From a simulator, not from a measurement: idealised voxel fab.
The process module presented herein is designated voxel gate over fins.
Displayed cross-section: cut, width of 255 nm, square cells sized 5 nm.
Cross-section = grid of square cells, listed top down in bands; band = one or more rows.
It is stipulated that each band's entry specify, in nanometres, the height of the top of the band and then that of its bottom, followed by the materials of the band in left-to-right sequence, each together with its width in nanometres. A single material marked by the word "full width" is understood to fill the band from edge to edge; the word "empty" is understood to denote empty space.
Heads up on the height convention: 0 is the point under which the incoming wafer is all one material, and the lowest band has no bottom, it just keeps going down, like "z 0 and below".
Width "30->40": first value at the band's top row of cells, second value at its bottom row, equal change from row to row.
For the purposes of this document, the phrase "left unchanged" attached to a step denotes that no cell within the cross-section was modified by that step.
"Closed voids list": sealed empty spaces, 8 cells or more, no open way to top, listed width x height at distance, with distance from the left edge and width, height and distance in nm.
Heads up: the bit after the settings on a step's line is the simulator's remark on that step.
overlay nm: where the mask lay relative to plan, measured to the right, on steps with a mask; negatives go left.
## Process steps foreseen in the plan
| 1 | RECEIVE | material Si |
| 2 | CONFORMAL_DEP | material SiN | thk nm 5 |
| 3 | DIRECTIONAL_DEP | material aC | thk nm 15 |
| 4 | PATTERN | tone cover | mask id FINS | material resist | width nm 15 | pitch nm 35 | thk nm 35 | overlay nm 0 |
| 5 | DIRECTIONAL_ETCH | etch materials aC | depth nm 15 |
| 6 | STRIP | etch materials resist |
| 7 | DIRECTIONAL_ETCH | etch materials SiN | depth nm 5 |
| 8 | DIRECTIONAL_ETCH | etch materials Si | depth nm 30 |
| 9 | STRIP | etch materials aC |
| 10 | FILL_DEP | material SiO2 | thk nm 15 |
| 11 | CMP | height nm 5 |
| 12 | SELECTIVE_ETCH | etch materials SiO2 | depth nm 15 |
| 13 | STRIP | etch materials SiN |
| 14 | CONFORMAL_DEP | material HfO2 | thk nm 5 |
| 15 | CONFORMAL_DEP | material TiN | thk nm 5 |
| 16 | CONFORMAL_DEP | material TiAl | thk nm 5 |
| 17 | CONFORMAL_DEP | material TiN | thk nm 5 |
| 18 | FILL_DEP | material W | thk nm 15 |
| 19 | CMP | height nm 30 |
| 20 | CONFORMAL_DEP | material SiN | thk nm 10 |
## Cross-section, incoming material, after step 1
> z 0 and below  Si full width
> Closed voids list: none
## Starting structure and process plan are as shown above, but one mistake was made in running the module; the wafer cross-section at the end of the module follows
> z 40 to 30  SiN full width
> z 30 to 20  W full width
> z 20 to 15  TiN full width
> z 15 to 10  TiAl full width
> z 10 to 5  TiN full width
> z 5 to 0  HfO2=70  TiN=5  HfO2=30  TiN=5  HfO2=30  TiN=5  HfO2=30  TiN=5  HfO2=75
> z 0 to -5  Si=65  HfO2=5  TiN=5  HfO2=5  Si=20  HfO2=5  TiN=5  HfO2=5  Si=20  HfO2=5  TiN=5  HfO2=5  Si=20  HfO2=5  TiN=5  HfO2=5  Si=70
> z -5 to -10  Si=65  HfO2=15  Si=20  HfO2=15  Si=20  HfO2=15  Si=20  HfO2=15  Si=70
> z -10 to -30  Si=65  SiO2=15  Si=20  SiO2=15  Si=20  SiO2=15  Si=20  SiO2=15  Si=70
> z -30 and below  Si full width
> Closed voids list: none
What was done differently from what was planned? step 4 changed vs plan, executed as PATTERN | tone open | mask id FINS | material resist | width nm 15 | pitch nm 35 | thk nm 35 | overlay nm 0
